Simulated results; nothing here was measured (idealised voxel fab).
Process module under the name voxel self aligned vias
Square cells of 5 nm make up the cross-section cut, whose width is 225 nm.
Throughout this document, each cross-section is represented as a grid of square cells and is presented as a sequence of bands enumerated from the top downward, where a band comprises one or more rows of cells. Per band: top height and bottom height in nm, followed by the left-to-right materials and their widths in nm; "all across" marks a single material spanning edge to edge, "air" marks empty space. For the purposes of this specification, 0 denotes the height below which the wafer in its as-received condition is composed wholly of one material, and the lowermost band, lacking a lower limit, extends downward without end, as expressed in "0 and below". Quick explanation for "30->40": the width changes in equal steps down the rows of cells, from the first number in the band's top row to the second number in its bottom row. Given "nothing was modified" for a step, no cell of the cross-section differs between before and after that step. Empty spaces counting at least 8 cells and having no open way to the top are listed in "Trapped voids". The notation width x height at distance is used for each, the distance being from the left edge and all three values in nm. The remark found on a step's line after its settings is issued by the simulator itself and pertains to that step. A step's line can hold "overlay nm"; with a mask on that step, the setting says how far right of the planned place the mask lay, while a negative setting says it lay to the left.
List of planned process steps
1,RECEIVE [material Si]
2,CONFORMAL_DEP [material SiO2] [thk nm 15]
3,CONFORMAL_DEP [material SiCN] [thk nm 5]
4,DIRECTIONAL_DEP [material lowk] [thk nm 20]
5,PATTERN [tone open] [mask id LINES] [material resist] [width nm 20] [pitch nm 65] [thk nm 15] [overlay nm 0]
6,DIRECTIONAL_ETCH [etch materials lowk] [depth nm 20]
7,STRIP [etch materials resist]
8,CONFORMAL_DEP [material TiN] [thk nm 5]
9,FILL_DEP [material Ru] [thk nm 5]
10,CMP [height nm 40]
11,SELECTIVE_ETCH [etch materials W Ru TiN] [depth nm 5]
12,FILL_DEP [material SiN] [thk nm 10]
13,CMP [height nm 40]
14,DIRECTIONAL_DEP [material lowk] [thk nm 15]
15,DIRECTIONAL_DEP [material aC] [thk nm 15]
16,PATTERN [tone open] [mask id VIAS] [material resist] [width nm 40] [pitch nm 65] [thk nm 35] [overlay nm 0]
17,DIRECTIONAL_ETCH [etch materials aC] [depth nm 15]
18,STRIP [etch materials resist]
19,DIRECTIONAL_ETCH [etch materials lowk] [depth nm 15]
20,DIRECTIONAL_ETCH [etch materials SiN] [depth nm 5]
21,STRIP [etch materials aC]
22,CONFORMAL_DEP [material TiN] [thk nm 5]
23,FILL_DEP [material W] [thk nm 5]
24,CMP [height nm 55]
25,CONFORMAL_DEP [material SiCN] [thk nm 5]
Step 1 complete: cross-section of the wafer as received
  0 and below  Si all across
  Trapped voids: none
First of two wafers at the end of the module, shown in cross-section; run carried out as planned
  60 down to 55  SiCN all across
  55 down to 45  lowk 25 nm / TiN 5 nm / W 30 nm / TiN 5 nm / lowk 25 nm / TiN 5 nm / W 30 nm / TiN 5 nm / lowk 25 nm / TiN 5 nm / W 30 nm / TiN 5 nm / lowk 30 nm
  45 down to 40  lowk 25 nm / TiN 15 nm / W 10 nm / TiN 15 nm / lowk 25 nm / TiN 15 nm / W 10 nm / TiN 15 nm / lowk 25 nm / TiN 15 nm / W 10 nm / TiN 15 nm / lowk 30 nm
  40 down to 35  lowk 35 nm / TiN 20 nm / lowk 45 nm / TiN 20 nm / lowk 45 nm / TiN 20 nm / lowk 40 nm
  35 down to 25  lowk 35 nm / TiN 5 nm / Ru 10 nm / TiN 5 nm / lowk 45 nm / TiN 5 nm / Ru 10 nm / TiN 5 nm / lowk 45 nm / TiN 5 nm / Ru 10 nm / TiN 5 nm / lowk 40 nm
  25 down to 20  lowk 35 nm / TiN 20 nm / lowk 45 nm / TiN 20 nm / lowk 45 nm / TiN 20 nm / lowk 40 nm
  20 down to 15  SiCN all across
  15 down to 0  SiO2 all across
  0 and below  Si all across
  Trapped voids: none
Cross-sectional image of the second wafer of the two following completion of the module. Starting state and process plan were the same as for the first wafer; one execution error occurred
  60 down to 55  SiCN all across
  55 down to 45  W 20 nm / TiN 5 nm / lowk 40 nm / TiN 5 nm / W 15 nm / TiN 5 nm / lowk 40 nm / TiN 5 nm / W 15 nm / TiN 5 nm / lowk 40 nm / TiN 5 nm / W 25 nm
  45 down to 40  TiN 25 nm / lowk 40 nm / TiN 25 nm / lowk 40 nm / TiN 25 nm / lowk 40 nm / TiN 30 nm
  40 down to 35  lowk 35 nm / SiN 20 nm / lowk 45 nm / SiN 20 nm / lowk 45 nm / SiN 20 nm / lowk 40 nm
  35 down to 25  lowk 35 nm / TiN 5 nm / Ru 10 nm / TiN 5 nm / lowk 45 nm / TiN 5 nm / Ru 10 nm / TiN 5 nm / lowk 45 nm / TiN 5 nm / Ru 10 nm / TiN 5 nm / lowk 40 nm
  25 down to 20  lowk 35 nm / TiN 20 nm / lowk 45 nm / TiN 20 nm / lowk 45 nm / TiN 20 nm / lowk 40 nm
  20 down to 15  SiCN all across
  15 down to 0  SiO2 all across
  0 and below  Si all across
  Trapped voids: none
It is concluded that the wafer was processed incorrectly with respect to the plan, in that step 16 was run on a setting that differed from the plan, and what really ran there is PATTERN [tone cover] [mask id VIAS] [material resist] [width nm 40] [pitch nm 65] [thk nm 35] [overlay nm 0]
It is noted that, at the conclusion of processing, the second wafer exhibits a higher or lower cell count for certain materials relative to the first: +12 SiN; -9 TiN; -12 W; +9 lowk
